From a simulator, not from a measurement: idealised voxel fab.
The name of this process module is voxel capacitor over wiring.
Pictured: cross-section cut, 225 nm wide, on a grid of 5 nm square cells.
Reading order for cross-sections: top band down to bottom band. Underlying form: a grid of square cells. Band size: one or more rows of cells.
Top, bottom (nm), then materials left to right with widths (nm); lone material tagged "edge to edge" fills the whole band edge to edge; "air" = empty space.
It should be noted that heights are counted from 0, beneath which the wafer as supplied is of one material throughout, and that the lowest band possesses no lower boundary but continues downward, as written in "0..down".
Width "30->40": first value at the band's top row of cells, second value at its bottom row, equal change from row to row.
Basically "same as before" means that step didn't change any cell in the cross-section.
Empty spaces without an open route to the top, at least 8 cells in extent, make up the entry "Closed void register"; each is given as width x height at distance, where the distance is measured from the left edge, and all are in nm.
If you see something after the settings on a step's line, that's the simulator's own remark about that step.
overlay nm: on a step with a mask, how far right of its planned place the mask lay; negative means left.
How should the pairs below be read? Each gives the cross-section before one process step and the cross-section after it, the latter drawn only to the lowest band that changed; the step that lies between them, with its settings, appears under the pair. Does a pair pick up where the pair above left off? Only where its entry headed "Pre-step cross-section" says so, since pairs can come from different runs of this module on the same starting wafer.
-- Pre-step cross-section
* 0..down = Si edge to edge
* Closed void register: none
-- Step Result
* 15..0 = SiO2 edge to edge
* Nothing below the height 0 has changed.
* Closed void register: none
To go from the before cross-section above to the after cross-section, apply CONFORMAL_DEP, material SiO2, thk nm 15
Pre-step cross-section: we pick up right where the pair above leaves off, with its after cross-section.
-- Step Result
* 20..15 = SiN edge to edge
* Nothing below the height 15 has changed.
* Closed void register: none
To go from the before cross-section above to the after cross-section, apply CONFORMAL_DEP, material SiN, thk nm 5
Pre-step cross-section: we pick up right where the pair above leaves off, with its after cross-section.
-- Step Result
* 35..20 = SiO2 edge to edge
* Nothing below the height 20 has changed.
* Closed void register: none
To go from the before cross-section above to the after cross-section, apply DIRECTIONAL_DEP, material SiO2, thk nm 15
Pre-step cross-section: we pick up right where the pair above leaves off, with its after cross-section.
-- Step Result
* 45..35 = aC edge to edge
* Nothing below the height 35 has changed.
* Closed void register: none
To go from the before cross-section above to the after cross-section, apply DIRECTIONAL_DEP, material aC, thk nm 10
Pre-step cross-section: we pick up right where the pair above leaves off, with its after cross-section.
-- Step Result
* 70..45 = resist: 55 | air: 20 | resist: 70 | air: 20 | resist: 60
* Nothing below the height 45 has changed.
* Closed void register: none
To go from the before cross-section above to the after cross-section, apply PATTERN, tone open, mask id METAL_1, material resist, width nm 20, pitch nm 90, thk nm 25, overlay nm 0
Pre-step cross-section: we pick up right where the pair above leaves off, with its after cross-section.
-- Step Result
* 60..45 = resist: 55 | air: 20 | resist: 70 | air: 20 | resist: 60
* 45..35 = aC: 55 | air: 20 | aC: 70 | air: 20 | aC: 60
* Nothing below the height 35 has changed.
* Closed void register: none
To go from the before cross-section above to the after cross-section, apply DIRECTIONAL_ETCH, etch materials aC, depth nm 10
Pre-step cross-section: we pick up right where the pair above leaves off, with its after cross-section.
-- Step Result
* 45..35 = aC: 55 | air: 20 | aC: 70 | air: 20 | aC: 60
* Nothing below the height 35 has changed.
* Closed void register: none
To go from the before cross-section above to the after cross-section, apply STRIP, etch materials resist
Pre-step cross-section: we pick up right where the pair above leaves off, with its after cross-section.
-- Step Result
* 45..35 = aC: 55 | air: 20 | aC: 70 | air: 20 | aC: 60
* 35..20 = SiO2: 55 | air: 20 | SiO2: 70 | air: 20 | SiO2: 60
* Nothing below the height 20 has changed.
* Closed void register: none
To go from the before cross-section above to the after cross-section, apply DIRECTIONAL_ETCH, etch materials SiO2, depth nm 15
Pre-step cross-section: we pick up right where the pair above leaves off, with its after cross-section.
-- Step Result
* 45..35 = aC: 55 | air: 20 | aC: 70 | air: 20 | aC: 60
* 35..20 = SiO2: 55 | air: 20 | SiO2: 70 | air: 20 | SiO2: 60
* 20..15 = SiN: 55 | air: 20 | SiN: 70 | air: 20 | SiN: 60
* Nothing below the height 15 has changed.
* Closed void register: none
To go from the before cross-section above to the after cross-section, apply DIRECTIONAL_ETCH, etch materials SiN, depth nm 5
Pre-step cross-section: we pick up right where the pair above leaves off, with its after cross-section.
-- Step Result
* 35..20 = SiO2: 55 | air: 20 | SiO2: 70 | air: 20 | SiO2: 60
* Nothing below the height 20 has changed.
* Closed void register: none
To go from the before cross-section above to the after cross-section, apply STRIP, etch materials aC
Pre-step cross-section: we pick up right where the pair above leaves off, with its after cross-section.
-- Step Result
* 40..35 = TiN: 60 | air: 10 | TiN: 80 | air: 10 | TiN: 65
* 35..20 = SiO2: 55 | TiN: 5 | air: 10 | TiN: 5 | SiO2: 70 | TiN: 5 | air: 10 | TiN: 5 | SiO2: 60
* 20..15 = SiN: 55 | TiN: 20 | SiN: 70 | TiN: 20 | SiN: 60
* Nothing below the height 15 has changed.
* Closed void register: none
To go from the before cross-section above to the after cross-section, apply CONFORMAL_DEP, material TiN, thk nm 5
Pre-step cross-section: we pick up right where the pair above leaves off, with its after cross-section.
-- Step Result
* 50..40 = Cu edge to edge
* 40..35 = TiN: 60 | Cu: 10 | TiN: 80 | Cu: 10 | TiN: 65
* 35..20 = SiO2: 55 | TiN: 5 | Cu: 10 | TiN: 5 | SiO2: 70 | TiN: 5 | Cu: 10 | TiN: 5 | SiO2: 60
* Nothing below the height 20 has changed.
* Closed void register: none
To go from the before cross-section above to the after cross-section, apply FILL_DEP, material Cu, thk nm 10
Pre-step cross-section: we pick up right where the pair above leaves off, with its after cross-section.
-- Step Result
* 35..20 = SiO2: 55 | TiN: 5 | Cu: 10 | TiN: 5 | SiO2: 70 | TiN: 5 | Cu: 10 | TiN: 5 | SiO2: 60
* Nothing below the height 20 has changed.
* Closed void register: none
To go from the before cross-section above to the after cross-section, apply CMP, height nm 35
Pre-step cross-section: we pick up right where the pair above leaves off, with its after cross-section.
-- Step Result
* 40..35 = air: 50 | Ru: 30 | air: 60 | Ru: 30 | air: 55
* Nothing below the height 35 has changed.
* Closed void register: none
To go from the before cross-section above to the after cross-section, apply EPI, material Ru, thk nm 5
Pre-step cross-section: we pick up right where the pair above leaves off, with its after cross-section.
-- Step Result
* 45..40 = SiCN edge to edge
* 40..35 = SiCN: 50 | Ru: 30 | SiCN: 60 | Ru: 30 | SiCN: 55
* Nothing below the height 35 has changed.
* Closed void register: none
To go from the before cross-section above to the after cross-section, apply FILL_DEP, material SiCN, thk nm 5
Pre-step cross-section: we pick up right where the pair above leaves off, with its after cross-section.
-- Step Result
* 65..45 = SiO2 edge to edge
* Nothing below the height 45 has changed.
* Closed void register: none
To go from the before cross-section above to the after cross-section, apply DIRECTIONAL_DEP, material SiO2, thk nm 20
Pre-step cross-section: we pick up right where the pair above leaves off, with its after cross-section.
-- Step Result
* 80..65 = resist: 60 | air: 15 | resist: 150
* Nothing below the height 65 has changed.
* Closed void register: none
To go from the before cross-section above to the after cross-section, apply PATTERN, tone open, mask id PLUG_1, material resist, width nm 15, thk nm 15, overlay nm 0
Pre-step cross-section: we pick up right where the pair above leaves off, with its after cross-section.
-- Step Result
* 80..65 = resist: 60 | air: 15 | resist: 150
* 65..45 = SiO2: 60 | air: 15 | SiO2: 150
* Nothing below the height 45 has changed.
* Closed void register: none
To go from the before cross-section above to the after cross-section, apply DIRECTIONAL_ETCH, etch materials SiO2, depth nm 20
Pre-step cross-section: we pick up right where the pair above leaves off, with its after cross-section.
-- Step Result
* 80..65 = resist: 60 | air: 15 | resist: 150
* 65..45 = SiO2: 60 | air: 15 | SiO2: 150
* 45..40 = SiCN: 60 | air: 15 | SiCN: 150
* Nothing below the height 40 has changed.
* Closed void register: none
To go from the before cross-section above to the after cross-section, apply DIRECTIONAL_ETCH, etch materials SiCN, depth nm 5
Pre-step cross-section: we pick up right where the pair above leaves off, with its after cross-section.
-- Step Result
* 65..45 = SiO2: 60 | air: 15 | SiO2: 150
* Nothing below the height 45 has changed.
* Closed void register: none
To go from the before cross-section above to the after cross-section, apply STRIP, etch materials resist
Pre-step cross-section: we pick up right where the pair above leaves off, with its after cross-section.
-- Step Result
* 65..50 = SiO2: 60 | air: 15 | SiO2: 150
* 50..45 = SiO2: 60 | Ru: 15 | SiO2: 150
* 45..40 = SiCN: 60 | Ru: 15 | SiCN: 150
* Nothing below the height 40 has changed.
* Closed void register: none
To go from the before cross-section above to the after cross-section, apply EPI, material Ru, thk nm 10
Pre-step cross-section: we pick up right where the pair above leaves off, with its after cross-section.
-- Step Result
* 65..60 = SiO2: 60 | air: 15 | SiO2: 150
* 60..45 = SiO2: 60 | Ru: 15 | SiO2: 150
* Nothing below the height 45 has changed.
* Closed void register: none
To go from the before cross-section above to the after cross-section, apply EPI, material Ru, thk nm 10
Pre-step cross-section: we pick up right where the pair above leaves off, with its after cross-section.
-- Step Result
* 65..45 = SiO2: 60 | Ru: 15 | SiO2: 150
* Nothing below the height 45 has changed.
* Closed void register: none
To go from the before cross-section above to the after cross-section, apply EPI, material Ru, thk nm 5
Pre-step cross-section: we pick up right where the pair above leaves off, with its after cross-section.
-- Step Result
* 75..65 = TiN edge to edge
* Nothing below the height 65 has changed.
* Closed void register: none
To go from the before cross-section above to the after cross-section, apply DIRECTIONAL_DEP, material TiN, thk nm 10
Pre-step cross-section: we pick up right where the pair above leaves off, with its after cross-section.
-- Step Result
* 80..75 = SiN edge to edge
* Nothing below the height 75 has changed.
* Closed void register: none
To go from the before cross-section above to the after cross-section, apply DIRECTIONAL_DEP, material SiN, thk nm 5
Pre-step cross-section: we pick up right where the pair above leaves off, with its after cross-section.
-- Step Result
* 85..80 = TiN edge to edge
* Nothing below the height 80 has changed.
* Closed void register: none
To go from the before cross-section above to the after cross-section, apply DIRECTIONAL_DEP, material TiN, thk nm 5
Pre-step cross-section: we pick up right where the pair above leaves off, with its after cross-section.
-- Step Result
* 85..80 = air: 60 | TiN: 75 | air: 90
* Nothing below the height 80 has changed.
* Closed void register: none
To go from the before cross-section above to the after cross-section, apply MASKED_ETCH, tone cover, mask id UPPER_PLATE, width nm 75, etch materials TiN, depth nm 5, overlay nm 0
Pre-step cross-section: we pick up right where the pair above leaves off, with its after cross-section.
-- Step Result
* 85..80 = air: 60 | TiN: 75 | air: 90
* 80..75 = air: 60 | SiN: 75 | air: 90
* Nothing below the height 75 has changed.
* Closed void register: none
To go from the before cross-section above to the after cross-section, apply MASKED_ETCH, tone cover, mask id UPPER_PLATE, width nm 75, etch materials SiN, depth nm 5, overlay nm 0
Pre-step cross-section: we pick up right where the pair above leaves off, with its after cross-section.
-- Step Result
* 100..85 = air: 55 | resist: 85 | air: 85
* 85..80 = air: 55 | resist: 5 | TiN: 75 | resist: 5 | air: 85
* 80..75 = air: 55 | resist: 5 | SiN: 75 | resist: 5 | air: 85
* Nothing below the height 75 has changed.
* Closed void register: none
To go from the before cross-section above to the after cross-section, apply PATTERN, tone cover, mask id LOWER_PLATE, material resist, width nm 85, thk nm 15, overlay nm 0
Pre-step cross-section: we pick up right where the pair above leaves off, with its after cross-section.
-- Step Result
* 100..85 = air: 55 | resist: 85 | air: 85
* 85..80 = air: 55 | resist: 5 | TiN: 75 | resist: 5 | air: 85
* 80..75 = air: 55 | resist: 5 | SiN: 75 | resist: 5 | air: 85
* 75..65 = air: 55 | TiN: 85 | air: 85
* Nothing below the height 65 has changed.
* Closed void register: none
To go from the before cross-section above to the after cross-section, apply DIRECTIONAL_ETCH, etch materials TiN, depth nm 10
Pre-step cross-section: we pick up right where the pair above leaves off, with its after cross-section.
-- Step Result
* 85..80 = air: 60 | TiN: 75 | air: 90
* 80..75 = air: 60 | SiN: 75 | air: 90
* Nothing below the height 75 has changed.
* Closed void register: none
To go from the before cross-section above to the after cross-section, apply STRIP, etch materials resist
Pre-step cross-section: we pick up right where the pair above leaves off, with its after cross-section.
-- Step Result
* 105..85 = SiO2 edge to edge
* 85..80 = SiO2: 60 | TiN: 75 | SiO2: 90
* 80..75 = SiO2: 60 | SiN: 75 | SiO2: 90
* 75..65 = SiO2: 55 | TiN: 85 | SiO2: 85
* Nothing below the height 65 has changed.
* Closed void register: none
To go from the before cross-section above to the after cross-section, apply FILL_DEP, material SiO2, thk nm 20
Pre-step cross-section: we pick up right where the pair above leaves off, with its after cross-section.
-- Step Result
* 100..85 = SiO2 edge to edge
* Nothing below the height 85 has changed.
* Closed void register: none
To go from the before cross-section above to the after cross-section, apply CMP, height nm 100
Pre-step cross-section: we pick up right where the pair above leaves off, with its after cross-section.
-- Step Result
* 100..85 = SiO2: 70 | air: 15 | SiO2: 140
* Nothing below the height 85 has changed.
* Closed void register: none
To go from the before cross-section above to the after cross-section, apply MASKED_ETCH, tone open, mask id PLUG_2, width nm 15, etch materials SiO2, depth nm 15, overlay nm 0
Pre-step cross-section: we pick up right where the pair above leaves off, with its after cross-section.
-- Step Result
* 105..100 = TiN: 75 | air: 5 | TiN: 145
* 100..90 = SiO2: 70 | TiN: 5 | air: 5 | TiN: 5 | SiO2: 140
* 90..80 = SiO2: 70->60 | TiN: 15->75 | SiO2: 140->90
* Nothing below the height 80 has changed.
* Closed void register: none
To go from the before cross-section above to the after cross-section, apply CONFORMAL_DEP, material TiN, thk nm 5
Pre-step cross-section: we pick up right where the pair above leaves off, with its after cross-section.
-- Step Result
* 110..105 = Cu edge to edge
* 105..100 = TiN: 75 | Cu: 5 | TiN: 145
* 100..90 = SiO2: 70 | TiN: 5 | Cu: 5 | TiN: 5 | SiO2: 140
* Nothing below the height 90 has changed.
* Closed void register: none
To go from the before cross-section above to the after cross-section, apply FILL_DEP, material Cu, thk nm 5
Pre-step cross-section: we pick up right where the pair above leaves off, with its after cross-section.
-- Step Result
* 100..90 = SiO2: 70 | TiN: 5 | Cu: 5 | TiN: 5 | SiO2: 140
* Nothing below the height 90 has changed.
* Closed void register: none
To go from the before cross-section above to the after cross-section, apply CMP, height nm 100
Pre-step cross-section: we pick up right where the pair above leaves off, with its after cross-section.
-- Step Result
* 105..100 = SiCN edge to edge
* Nothing below the height 100 has changed.
* Closed void register: none
To go from the before cross-section above to the after cross-section, apply CONFORMAL_DEP, material SiCN, thk nm 5
-- Pre-step cross-section
* 65..50 = SiO2: 60 | air: 15 | SiO2: 150
* 50..45 = SiO2: 60 | Ru: 15 | SiO2: 150
* 45..40 = SiCN: 60 | Ru: 15 | SiCN: 150
* 40..35 = SiCN: 50 | Ru: 30 | SiCN: 60 | Ru: 30 | SiCN: 55
* 35..20 = SiO2: 55 | TiN: 5 | Cu: 10 | TiN: 5 | SiO2: 70 | TiN: 5 | Cu: 10 | TiN: 5 | SiO2: 60
* 20..15 = SiN: 55 | TiN: 20 | SiN: 70 | TiN: 20 | SiN: 60
* 15..0 = SiO2 edge to edge
* 0..down = Si edge to edge
* Closed void register: none
-- Step Result
* 65..55 = SiO2: 60 | air: 15 | SiO2: 150
* 55..45 = SiO2: 60 | Ru: 15 | SiO2: 150
* Nothing below the height 45 has changed.
* Closed void register: none
To go from the before cross-section above to the after cross-section, apply EPI, material Ru, thk nm 5
Pre-step cross-section: we pick up right where the pair above leaves off, with its after cross-section.
-- Step Result
* 75..65 = TiN: 60 | air: 15 | TiN: 150
* 65..55 = SiO2: 60 | TiN: 15 | SiO2: 150
* Nothing below the height 55 has changed.
* Closed void register: none
To go from the before cross-section above to the after cross-section, apply DIRECTIONAL_DEP, material TiN, thk nm 10
Pre-step cross-section: we pick up right where the pair above leaves off, with its after cross-section.
-- Step Result
* 80..75 = SiN: 60 | air: 15 | SiN: 150
* 75..70 = TiN: 60 | air: 15 | TiN: 150
* 70..65 = TiN: 60 | SiN: 15 | TiN: 150
* Nothing below the height 65 has changed.
* Closed void register: none
To go from the before cross-section above to the after cross-section, apply DIRECTIONAL_DEP, material SiN, thk nm 5
Pre-step cross-section: we pick up right where the pair above leaves off, with its after cross-section.
-- Step Result
* 85..80 = TiN: 60 | air: 15 | TiN: 150
* 80..75 = SiN: 60 | air: 15 | SiN: 150
* 75..70 = TiN edge to edge
* Nothing below the height 70 has changed.
* Closed void register: none
To go from the before cross-section above to the after cross-section, apply DIRECTIONAL_DEP, material TiN, thk nm 5
Pre-step cross-section: we pick up right where the pair above leaves off, with its after cross-section.
-- Step Result
* 85..80 = air: 75 | TiN: 60 | air: 90
* Nothing below the height 80 has changed.
* Closed void register: none
To go from the before cross-section above to the after cross-section, apply MASKED_ETCH, tone cover, mask id UPPER_PLATE, width nm 75, etch materials TiN, depth nm 5, overlay nm 0
Pre-step cross-section: we pick up right where the pair above leaves off, with its after cross-section.
-- Step Result
* 85..80 = air: 75 | TiN: 60 | air: 90
* 80..75 = air: 75 | SiN: 60 | air: 90
* Nothing below the height 75 has changed.
* Closed void register: none
To go from the before cross-section above to the after cross-section, apply MASKED_ETCH, tone cover, mask id UPPER_PLATE, width nm 75, etch materials SiN, depth nm 5, overlay nm 0
Pre-step cross-section: we pick up right where the pair above leaves off, with its after cross-section.
-- Step Result
* 100..85 = air: 55 | resist: 85 | air: 85
* 85..80 = air: 55 | resist: 20 | TiN: 60 | resist: 5 | air: 85
* 80..75 = air: 55 | resist: 20 | SiN: 60 | resist: 5 | air: 85
* Nothing below the height 75 has changed.
* Closed void register: none
To go from the before cross-section above to the after cross-section, apply PATTERN, tone cover, mask id LOWER_PLATE, material resist, width nm 85, thk nm 15, overlay nm 0
Pre-step cross-section: we pick up right where the pair above leaves off, with its after cross-section.
-- Step Result
* 100..85 = air: 55 | resist: 85 | air: 85
* 85..80 = air: 55 | resist: 20 | TiN: 60 | resist: 5 | air: 85
* 80..75 = air: 55 | resist: 20 | SiN: 60 | resist: 5 | air: 85
* 75..70 = air: 55 | TiN: 85 | air: 85
* 70..65 = air: 55 | TiN: 5 | SiN: 15 | TiN: 65 | air: 85
* Nothing below the height 65 has changed.
* Closed void register: none
To go from the before cross-section above to the after cross-section, apply DIRECTIONAL_ETCH, etch materials TiN, depth nm 10
Pre-step cross-section: we pick up right where the pair above leaves off, with its after cross-section.
-- Step Result
* 85..80 = air: 75 | TiN: 60 | air: 90
* 80..75 = air: 75 | SiN: 60 | air: 90
* Nothing below the height 75 has changed.
* Closed void register: none
To go from the before cross-section above to the after cross-section, apply STRIP, etch materials resist
Pre-step cross-section: we pick up right where the pair above leaves off, with its after cross-section.
-- Step Result
* 105..85 = SiO2 edge to edge
* 85..80 = SiO2: 75 | TiN: 60 | SiO2: 90
* 80..75 = SiO2: 75 | SiN: 60 | SiO2: 90
* 75..70 = SiO2: 55 | TiN: 85 | SiO2: 85
* 70..65 = SiO2: 55 | TiN: 5 | SiN: 15 | TiN: 65 | SiO2: 85
* Nothing below the height 65 has changed.
* Closed void register: none
To go from the before cross-section above to the after cross-section, apply FILL_DEP, material SiO2, thk nm 20
Pre-step cross-section: we pick up right where the pair above leaves off, with its after cross-section.
-- Step Result
* 100..85 = SiO2 edge to edge
* Nothing below the height 85 has changed.
* Closed void register: none
To go from the before cross-section above to the after cross-section, apply CMP, height nm 100
Pre-step cross-section: we pick up right where the pair above leaves off, with its after cross-section.
-- Step Result
* 100..85 = SiO2: 70 | air: 15 | SiO2: 140
* Nothing below the height 85 has changed.
* Closed void register: none
To go from the before cross-section above to the after cross-section, apply MASKED_ETCH, tone open, mask id PLUG_2, width nm 15, etch materials SiO2, depth nm 15, overlay nm 0
Pre-step cross-section: we pick up right where the pair above leaves off, with its after cross-section.
-- Step Result
* 105..100 = TiN: 75 | air: 5 | TiN: 145
* 100..90 = SiO2: 70 | TiN: 5 | air: 5 | TiN: 5 | SiO2: 140
* 90..80 = SiO2: 70->75 | TiN: 15->60 | SiO2: 140->90
* Nothing below the height 80 has changed.
* Closed void register: none
To go from the before cross-section above to the after cross-section, apply CONFORMAL_DEP, material TiN, thk nm 5
Pre-step cross-section: we pick up right where the pair above leaves off, with its after cross-section.
-- Step Result
* 110..105 = Cu edge to edge
* 105..100 = TiN: 75 | Cu: 5 | TiN: 145
* 100..90 = SiO2: 70 | TiN: 5 | Cu: 5 | TiN: 5 | SiO2: 140
* Nothing below the height 90 has changed.
* Closed void register: none
To go from the before cross-section above to the after cross-section, apply FILL_DEP, material Cu, thk nm 5
Pre-step cross-section: we pick up right where the pair above leaves off, with its after cross-section.
-- Step Result
* 100..90 = SiO2: 70 | TiN: 5 | Cu: 5 | TiN: 5 | SiO2: 140
* Nothing below the height 90 has changed.
* Closed void register: none
To go from the before cross-section above to the after cross-section, apply CMP, height nm 100
Pre-step cross-section: we pick up right where the pair above leaves off, with its after cross-section.
-- Step Result
* 105..100 = SiCN edge to edge
* Nothing below the height 100 has changed.
* Closed void register: none
To go from the before cross-section above to the after cross-section, apply CONFORMAL_DEP, material SiCN, thk nm 5
-- Pre-step cross-section
* 65..60 = SiO2: 60 | air: 15 | SiO2: 150
* 60..45 = SiO2: 60 | Ru: 15 | SiO2: 150
* 45..40 = SiCN: 60 | Ru: 15 | SiCN: 150
* 40..35 = SiCN: 50 | Ru: 30 | SiCN: 60 | Ru: 30 | SiCN: 55
* 35..20 = SiO2: 55 | TiN: 5 | Cu: 10 | TiN: 5 | SiO2: 70 | TiN: 5 | Cu: 10 | TiN: 5 | SiO2: 60
* 20..15 = SiN: 55 | TiN: 20 | SiN: 70 | TiN: 20 | SiN: 60
* 15..0 = SiO2 edge to edge
* 0..down = Si edge to edge
* Closed void register: none
-- Step Result
* 70..65 = air: 55 | Ru: 25 | air: 145
* 65..45 = SiO2: 60 | Ru: 15 | SiO2: 150
* Nothing below the height 45 has changed.
* Closed void register: none
To go from the before cross-section above to the after cross-section, apply EPI, material Ru, thk nm 10
Pre-step cross-section: we pick up right where the pair above leaves off, with its after cross-section.
-- Step Result
* 75..65 = air: 50 | Ru: 35 | air: 140
* Nothing below the height 65 has changed.
* Closed void register: none
To go from the before cross-section above to the after cross-section, apply EPI, material Ru, thk nm 5
Pre-step cross-section: we pick up right where the pair above leaves off, with its after cross-section.
-- Step Result
* 85..75 = air: 50 | TiN: 35 | air: 140
* 75..65 = TiN: 50 | Ru: 35 | TiN: 140
* Nothing below the height 65 has changed.
* Closed void register: none
To go from the before cross-section above to the after cross-section, apply DIRECTIONAL_DEP, material TiN, thk nm 10
Pre-step cross-section: we pick up right where the pair above leaves off, with its after cross-section.
-- Step Result
* 90..85 = air: 50 | SiN: 35 | air: 140
* 85..80 = air: 50 | TiN: 35 | air: 140
* 80..75 = SiN: 50 | TiN: 35 | SiN: 140
* Nothing below the height 75 has changed.
* Closed void register: none
To go from the before cross-section above to the after cross-section, apply DIRECTIONAL_DEP, material SiN, thk nm 5
Pre-step cross-section: we pick up right where the pair above leaves off, with its after cross-section.
-- Step Result
* 95..90 = air: 50 | TiN: 35 | air: 140
* 90..85 = air: 50 | SiN: 35 | air: 140
* 85..80 = TiN edge to edge
* Nothing below the height 80 has changed.
* Closed void register: none
To go from the before cross-section above to the after cross-section, apply DIRECTIONAL_DEP, material TiN, thk nm 5
Pre-step cross-section: we pick up right where the pair above leaves off, with its after cross-section.
-- Step Result
* 95..90 = air: 60 | TiN: 25 | air: 140
* 90..85 = air: 50 | SiN: 35 | air: 140
* 85..80 = air: 50 | TiN: 85 | air: 90
* Nothing below the height 80 has changed.
* Closed void register: none
To go from the before cross-section above to the after cross-section, apply MASKED_ETCH, tone cover, mask id UPPER_PLATE, width nm 75, etch materials TiN, depth nm 5, overlay nm 0
Pre-step cross-section: we pick up right where the pair above leaves off, with its after cross-section.
-- Step Result
* 95..90 = air: 60 | TiN: 25 | air: 140
* 90..85 = air: 60 | SiN: 25 | air: 140
* 85..80 = air: 50 | TiN: 85 | air: 90
* 80..75 = air: 50 | TiN: 35 | SiN: 50 | air: 90
* Nothing below the height 75 has changed.
* Closed void register: none
To go from the before cross-section above to the after cross-section, apply MASKED_ETCH, tone cover, mask id UPPER_PLATE, width nm 75, etch materials SiN, depth nm 5, overlay nm 0
Pre-step cross-section: we pick up right where the pair above leaves off, with its after cross-section.
-- Step Result
* 110..95 = air: 55 | resist: 85 | air: 85
* 95..90 = air: 55 | resist: 5 | TiN: 25 | resist: 55 | air: 85
* 90..85 = air: 55 | resist: 5 | SiN: 25 | resist: 55 | air: 85
* 85..80 = air: 50 | TiN: 85 | resist: 5 | air: 85
* 80..75 = air: 50 | TiN: 35 | SiN: 50 | resist: 5 | air: 85
* Nothing below the height 75 has changed.
* Closed void register: none
To go from the before cross-section above to the after cross-section, apply PATTERN, tone cover, mask id LOWER_PLATE, material resist, width nm 85, thk nm 15, overlay nm 0
Pre-step cross-section: we pick up right where the pair above leaves off, with its after cross-section.
-- Step Result
* 110..95 = air: 55 | resist: 85 | air: 85
* 95..90 = air: 55 | resist: 5 | TiN: 25 | resist: 55 | air: 85
* 90..85 = air: 55 | resist: 5 | SiN: 25 | resist: 55 | air: 85
* 85..80 = air: 55 | TiN: 80 | resist: 5 | air: 85
* 80..75 = air: 55 | TiN: 30 | SiN: 50 | resist: 5 | air: 85
* 75..65 = air: 50 | Ru: 35 | TiN: 55 | air: 85
* Nothing below the height 65 has changed.
* Closed void register: none
To go from the before cross-section above to the after cross-section, apply DIRECTIONAL_ETCH, etch materials TiN, depth nm 10
Pre-step cross-section: we pick up right where the pair above leaves off, with its after cross-section.
-- Step Result
* 95..90 = air: 60 | TiN: 25 | air: 140
* 90..85 = air: 60 | SiN: 25 | air: 140
* 85..80 = air: 55 | TiN: 80 | air: 90
* 80..75 = air: 55 | TiN: 30 | SiN: 50 | air: 90
* Nothing below the height 75 has changed.
* Closed void register: none
To go from the before cross-section above to the after cross-section, apply STRIP, etch materials resist
Pre-step cross-section: we pick up right where the pair above leaves off, with its after cross-section.
-- Step Result
* 115..95 = SiO2 edge to edge
* 95..90 = SiO2: 60 | TiN: 25 | SiO2: 140
* 90..85 = SiO2: 60 | SiN: 25 | SiO2: 140
* 85..80 = SiO2: 55 | TiN: 80 | SiO2: 90
* 80..75 = SiO2: 55 | TiN: 30 | SiN: 50 | SiO2: 90
* 75..65 = SiO2: 50 | Ru: 35 | TiN: 55 | SiO2: 85
* Nothing below the height 65 has changed.
* Closed void register: none
To go from the before cross-section above to the after cross-section, apply FILL_DEP, material SiO2, thk nm 20
Pre-step cross-section: we pick up right where the pair above leaves off, with its after cross-section.
-- Step Result
* 100..95 = SiO2 edge to edge
* Nothing below the height 95 has changed.
* Closed void register: none
To go from the before cross-section above to the after cross-section, apply CMP, height nm 100
Pre-step cross-section: we pick up right where the pair above leaves off, with its after cross-section.
-- Step Result
* 100..95 = SiO2: 70 | air: 15 | SiO2: 140
* Nothing below the height 95 has changed.
* Closed void register: none
To go from the before cross-section above to the after cross-section, apply MASKED_ETCH, tone open, mask id PLUG_2, width nm 15, etch materials SiO2, depth nm 15, overlay nm 0
Pre-step cross-section: we pick up right where the pair above leaves off, with its after cross-section.
-- Step Result
* 105..100 = TiN: 75 | air: 5 | TiN: 145
* 100..90 = SiO2: 70->60 | TiN: 15->25 | SiO2: 140
* Nothing below the height 90 has changed.
* Closed void register: none
To go from the before cross-section above to the after cross-section, apply CONFORMAL_DEP, material TiN, thk nm 5
Pre-step cross-section: we pick up right where the pair above leaves off, with its after cross-section.
-- Step Result
* 110..105 = Cu edge to edge
* 105..100 = TiN: 75 | Cu: 5 | TiN: 145
* Nothing below the height 100 has changed.
* Closed void register: none
To go from the before cross-section above to the after cross-section, apply FILL_DEP, material Cu, thk nm 5
Pre-step cross-section: we pick up right where the pair above leaves off, with its after cross-section.
-- Step Result
* 100..90 = SiO2: 70->60 | TiN: 15->25 | SiO2: 140
* Nothing below the height 90 has changed.
* Closed void register: none
To go from the before cross-section above to the after cross-section, apply CMP, height nm 100
Pre-step cross-section: we pick up right where the pair above leaves off, with its after cross-section.
-- Step Result
* 105..100 = SiCN edge to edge
* Nothing below the height 100 has changed.
* Closed void register: none
To go from the before cross-section above to the after cross-section, apply CONFORMAL_DEP, material SiCN, thk nm 5
-- Pre-step cross-section
* 65..60 = SiO2: 60 | air: 15 | SiO2: 150
* 60..45 = SiO2: 60 | Ru: 15 | SiO2: 150
* 45..40 = SiCN: 60 | Ru: 15 | SiCN: 150
* 40..35 = SiCN: 50 | Ru: 30 | SiCN: 60 | Ru: 30 | SiCN: 55
* 35..20 = SiO2: 55 | TiN: 5 | Cu: 10 | TiN: 5 | SiO2: 70 | TiN: 5 | Cu: 10 | TiN: 5 | SiO2: 60
* 20..15 = SiN: 55 | TiN: 20 | SiN: 70 | TiN: 20 | SiN: 60
* 15..0 = SiO2 edge to edge
* 0..down = Si edge to edge
* Closed void register: none
-- Step Result
* 75..70 = TiN: 60 | air: 15 | TiN: 150
* 70..65 = TiN edge to edge
* 65..60 = SiO2: 60 | TiN: 15 | SiO2: 150
* Nothing below the height 60 has changed.
* Closed void register: none
To go from the before cross-section above to the after cross-section, apply DIRECTIONAL_DEP, material TiN, thk nm 10
Pre-step cross-section: we pick up right where the pair above leaves off, with its after cross-section.
-- Step Result
* 80..75 = Ru: 65 | air: 5 | Ru: 155
* 75..70 = TiN: 60 | Ru: 15 | TiN: 150
* Nothing below the height 70 has changed.
* Closed void register: none
To go from the before cross-section above to the after cross-section, apply EPI, material Ru, thk nm 5
Pre-step cross-section: we pick up right where the pair above leaves off, with its after cross-section.
-- Step Result
* 85..80 = SiN: 65 | air: 5 | SiN: 155
* 80..75 = Ru: 65 | SiN: 5 | Ru: 155
* Nothing below the height 75 has changed.
* Closed void register: none
To go from the before cross-section above to the after cross-section, apply DIRECTIONAL_DEP, material SiN, thk nm 5
Pre-step cross-section: we pick up right where the pair above leaves off, with its after cross-section.
-- Step Result
* 90..85 = TiN: 65 | air: 5 | TiN: 155
* 85..80 = SiN: 65 | TiN: 5 | SiN: 155
* Nothing below the height 80 has changed.
* Closed void register: none
To go from the before cross-section above to the after cross-section, apply DIRECTIONAL_DEP, material TiN, thk nm 5
Pre-step cross-section: we pick up right where the pair above leaves off, with its after cross-section.
-- Step Result
* 90..85 = air: 60 | TiN: 5 | air: 5 | TiN: 65 | air: 90
* Nothing below the height 85 has changed.
* Closed void register: none
To go from the before cross-section above to the after cross-section, apply MASKED_ETCH, tone cover, mask id UPPER_PLATE, width nm 75, etch materials TiN, depth nm 5, overlay nm 0
